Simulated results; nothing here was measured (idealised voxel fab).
Process module heading - voxel gate over fins
Cross-section cut: width 190 nm, square cells of 5 nm.
Cross-section format: a grid of square cells, given as bands from top to bottom; each band is one or more rows of cells.
Within each band entry, the heights of the top and of the bottom of the band appear first, in that order and in nm; the materials of the band then follow from left to right, each with its corresponding width in nm. The designation "all across" on a single material indicates that it fills the band from edge to edge; the designation "blank" indicates empty space.
Zero point of the height axis is 0; under it, received wafer = one material. Lowest band: continues down indefinitely, "0 down".
The width entry "30->40" should be interpreted row by row: the top row of cells in the band takes the first number, the bottom row takes the second number, and the change between adjacent rows is uniform throughout.
"no alterations made", as given for a step, is the statement that not any cell of the cross-section underwent a change during that step.
"Closed void inventory" contains a list of empty spaces, each no smaller than 8 cells and without an open way to the top, written in the form width x height at distance with the distance from the left edge and all three in nm.
Post-settings text on a step line: simulator's own remark regarding the step.
overlay nm: how far to the right of its planned place the mask lay on this masked step (negative: to the left).
List of planned process steps:
1 RECEIVE,material Si
2 CONFORMAL_DEP,material SiN,thk nm 10
3 PATTERN,tone cover,mask id FINS,material resist,width nm 15,pitch nm 50,thk nm 20,overlay nm 0
4 DIRECTIONAL_ETCH,etch materials SiN,depth nm 10
5 DIRECTIONAL_ETCH,etch materials Si,depth nm 30
6 STRIP,etch materials resist
7 FILL_DEP,material SiO2,thk nm 5
8 CMP,height nm 10
9 PATTERN,tone open,mask id RAIL,material resist,width nm 15,thk nm 15,overlay nm 0
10 DIRECTIONAL_ETCH,etch materials SiO2,depth nm 35
11 STRIP,etch materials resist
12 CONFORMAL_DEP,material TiN,thk nm 5
13 FILL_DEP,material Ru,thk nm 5
14 CMP,height nm 10
15 SELECTIVE_ETCH,etch materials W Ru TiN,depth nm 25
16 FILL_DEP,material SiO2,thk nm 5
17 CMP,height nm 10
18 SELECTIVE_ETCH,etch materials SiO2,depth nm 20
19 STRIP,etch materials SiN
20 CONFORMAL_DEP,material HfO2,thk nm 5
21 CONFORMAL_DEP,material TiN,thk nm 5
22 FILL_DEP,material W,thk nm 10
23 CMP,height nm 15
24 CONFORMAL_DEP,material SiCN,thk nm 10
Cross-section of the wafer at receipt, which is the condition after step 1:
- 0 down: Si all across
- Closed void inventory: none
End-of-module XS, first of two wafers, run as planned:
- 25 to 15: SiCN all across
- 15 to 10: W all across
- 10 to 5: W: 50, then TiN: 35, then W: 15, then TiN: 35, then W: 55
- 5 to 0: W: 50, then TiN: 5, then HfO2: 25, then TiN: 5, then W: 15, then TiN: 5, then HfO2: 25, then TiN: 5, then W: 55
- 0 to -5: TiN: 55, then HfO2: 5, then Si: 15, then HfO2: 5, then TiN: 25, then HfO2: 5, then Si: 15, then HfO2: 5, then TiN: 60
- -5 to -10: HfO2: 60, then Si: 15, then HfO2: 35, then Si: 15, then HfO2: 65
- -10 to -15: SiO2: 60, then Si: 15, then SiO2: 35, then Si: 15, then SiO2: 65
- -15 to -20: SiO2: 60, then Si: 15, then SiO2: 10, then TiN: 5, then Ru: 5, then TiN: 5, then SiO2: 10, then Si: 15, then SiO2: 65
- -20 to -25: SiO2: 60, then Si: 15, then SiO2: 10, then TiN: 15, then SiO2: 10, then Si: 15, then SiO2: 65
- -25 to -30: SiO2: 60, then Si: 15, then SiO2: 35, then Si: 15, then SiO2: 65
- -30 down: Si all across
- Closed void inventory: none
Second wafer at the end: like start, like plan, one mistake:
- 25 to 15: SiCN all across
- 15 to 10: W all across
- 10 to 5: W: 50, then TiN: 35, then W: 15, then TiN: 35, then W: 55
- 5 to 0: W: 50, then TiN: 5, then HfO2: 25, then TiN: 5, then W: 15, then TiN: 5, then HfO2: 25, then TiN: 5, then W: 55
- 0 to -5: TiN: 55, then HfO2: 5, then Si: 15, then HfO2: 5, then TiN: 25, then HfO2: 5, then Si: 15, then HfO2: 5, then TiN: 60
- -5 to -10: HfO2: 60, then Si: 15, then HfO2: 35, then Si: 15, then HfO2: 65
- -10 to -15: SiO2: 60, then Si: 15, then SiO2: 35, then Si: 15, then SiO2: 65
- -15 to -20: SiO2: 60, then Si: 15, then SiO2: 10, then TiN: 5, then Ru: 5, then TiN: 5, then SiO2: 10, then Si: 15, then SiO2: 65
- -20 to -25: SiO2: 60, then Si: 15, then SiO2: 10, then TiN: 15, then SiO2: 10, then Si: 15, then SiO2: 65
- -25 to -60: SiO2: 60, then Si: 15, then SiO2: 35, then Si: 15, then SiO2: 65
- -60 down: Si all across
- Closed void inventory: none
Misprocessing identified: step 5 from the plan got run twice
Final cells, second wafer relative to first, materials higher or lower: Si: 192 fewer; SiO2: 192 more
